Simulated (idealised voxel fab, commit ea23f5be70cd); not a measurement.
This is a process module. Its name is voxel wiring stack.
Displayed cross-section: cut, width of 280 nm, square cells sized 5 nm.
Cross-section format: a grid of square cells, given as bands from top to bottom; each band is one or more rows of cells. Band entry format. Leading values: height of top, height of bottom, nm. Remainder: materials in left-to-right order, each with its width in nm. Special words: "everywhere" on a single material, which then fills the band edge to edge; "air", empty space. The reference from which all heights are counted is 0, the level beneath which the as-received wafer is entirely one material; the lowest band, having no lower bound, proceeds downward and is written after the example "0 -> down". It should be noted that a width expressed as "30 to 40" varies in equal increments from row to row of cells within the band, taking the value of the first number at the top row and that of the second number at the bottom row. "all unchanged" after a step means that no cell of the cross-section changed. So "Closed void table" is basically the list of trapped voids: any empty space of 8 cells or more that can't reach the top through an opening. They're written width x height at distance, the distance being from the left edge, and it's all nm. after a step's settings: what the simulator itself notes on the step. overlay nm: mask offset rightward from planned place, masked step; negative means leftward offset.
-- These are the steps we planned for the process
step 1: RECEIVE, material Si
step 2: CONFORMAL_DEP, material SiO2, thk nm 10
step 3: CONFORMAL_DEP, material SiN, thk nm 5
step 4: DIRECTIONAL_DEP, material lowk, thk nm 25
step 5: PATTERN, tone open, mask id METAL_1, material resist, width nm 30, pitch nm 60, thk nm 15, overlay nm 0
step 6: DIRECTIONAL_ETCH, etch materials lowk, depth nm 25
step 7: DIRECTIONAL_ETCH, etch materials SiN, depth nm 5
step 8: STRIP, etch materials resist
step 9: CONFORMAL_DEP, material TiN, thk nm 5
step 10: FILL_DEP, material W, thk nm 5
step 11: CMP, height nm 40
step 12: CONFORMAL_DEP, material SiCN, thk nm 5
step 13: DIRECTIONAL_DEP, material lowk, thk nm 20
step 14: DIRECTIONAL_DEP, material aC, thk nm 15
step 15: PATTERN, tone open, mask id PLUG_1, material resist, width nm 15, pitch nm 120, thk nm 30, overlay nm 0
step 16: DIRECTIONAL_ETCH, etch materials aC, depth nm 15
step 17: STRIP, etch materials resist
step 18: DIRECTIONAL_ETCH, etch materials lowk, depth nm 20
step 19: DIRECTIONAL_ETCH, etch materials SiCN, depth nm 5
step 20: STRIP, etch materials aC
step 21: EPI, material Ru, thk nm 10
step 22: EPI, material Ru, thk nm 10
step 23: EPI, material Ru, thk nm 5
step 24: CONFORMAL_DEP, material SiCN, thk nm 5
step 25: DIRECTIONAL_DEP, material lowk, thk nm 25
step 26: MASKED_ETCH, tone open, mask id METAL_2, width nm 30, pitch nm 60, etch materials lowk, depth nm 25, overlay nm 0
step 27: MASKED_ETCH, tone open, mask id METAL_2, width nm 30, pitch nm 60, etch materials SiCN, depth nm 5, overlay nm 0
step 28: CONFORMAL_DEP, material TiN, thk nm 5
step 29: FILL_DEP, material Cu, thk nm 10
step 30: CMP, height nm 95
step 31: CONFORMAL_DEP, material SiCN, thk nm 5
step 32: DIRECTIONAL_DEP, material SiO2, thk nm 35
step 33: DIRECTIONAL_DEP, material aC, thk nm 10
step 34: PATTERN, tone open, mask id METAL_3, material resist, width nm 30, pitch nm 60, thk nm 30, overlay nm 0
step 35: DIRECTIONAL_ETCH, etch materials aC, depth nm 10
step 36: STRIP, etch materials resist
step 37: DIRECTIONAL_ETCH, etch materials SiO2, depth nm 20
step 38: STRIP, etch materials aC
step 39: PATTERN, tone open, mask id METAL_3_HOLES, material resist, width nm 15, pitch nm 120, thk nm 15, overlay nm 0
step 40: DIRECTIONAL_ETCH, etch materials SiO2, depth nm 15
step 41: DIRECTIONAL_ETCH, etch materials SiCN, depth nm 5
step 42: STRIP, etch materials resist
step 43: CONFORMAL_DEP, material TiN, thk nm 5
step 44: FILL_DEP, material Cu, thk nm 10
step 45: CMP, height nm 135
step 46: CONFORMAL_DEP, material SiN, thk nm 5
-- Incoming wafer in cross-section (state: after step 1)
	0 -> down = Si everywhere
	Closed void table: none
-- Cross-section, end of module. Start: as above. Plan: as above. Execution: one mistake
	140 -> 135 = SiN everywhere
	135 -> 120 = SiO2 65 | TiN 5 | Cu 20 | TiN 5 | SiO2 30 | TiN 5 | Cu 20 | TiN 5 | SiO2 30 | TiN 5 | Cu 20 | TiN 5 | SiO2 65
	120 -> 115 = SiO2 65 | TiN 5 | Cu 5 | TiN 20 | SiO2 30 | TiN 30 | SiO2 30 | TiN 5 | Cu 5 | TiN 20 | SiO2 65
	115 -> 100 = SiO2 65 | TiN 5 | Cu 5 | TiN 5 | SiO2 105 | TiN 5 | Cu 5 | TiN 5 | SiO2 80
	100 -> 95 = SiCN 65 | TiN 15 | SiCN 105 | TiN 15 | SiCN 80
	95 -> 90 = lowk 65 | TiN 5 | Cu 20 | TiN 5 | lowk 30 | TiN 5 | Cu 20 | TiN 5 | lowk 30 | TiN 5 | Cu 20 | TiN 5 | lowk 65
	90 -> 85 = SiCN 65 | TiN 30 | SiCN 30 | TiN 30 | SiCN 30 | TiN 30 | SiCN 65
	85 -> 65 = lowk 65 | SiCN 5 | TiN 5 | SiCN 5 | lowk 105 | SiCN 5 | TiN 5 | SiCN 5 | lowk 80
	65 -> 45 = lowk everywhere
	45 -> 40 = SiCN everywhere
	40 -> 15 = lowk 65 | TiN 5 | W 20 | TiN 5 | lowk 30 | TiN 5 | W 20 | TiN 5 | lowk 30 | TiN 5 | W 20 | TiN 5 | lowk 65
	15 -> 10 = SiN 65 | TiN 30 | SiN 30 | TiN 30 | SiN 30 | TiN 30 | SiN 65
	10 -> 0 = SiO2 everywhere
	0 -> down = Si everywhere
	Closed void table: none
Run error: step 13 of the plan was carried out twice
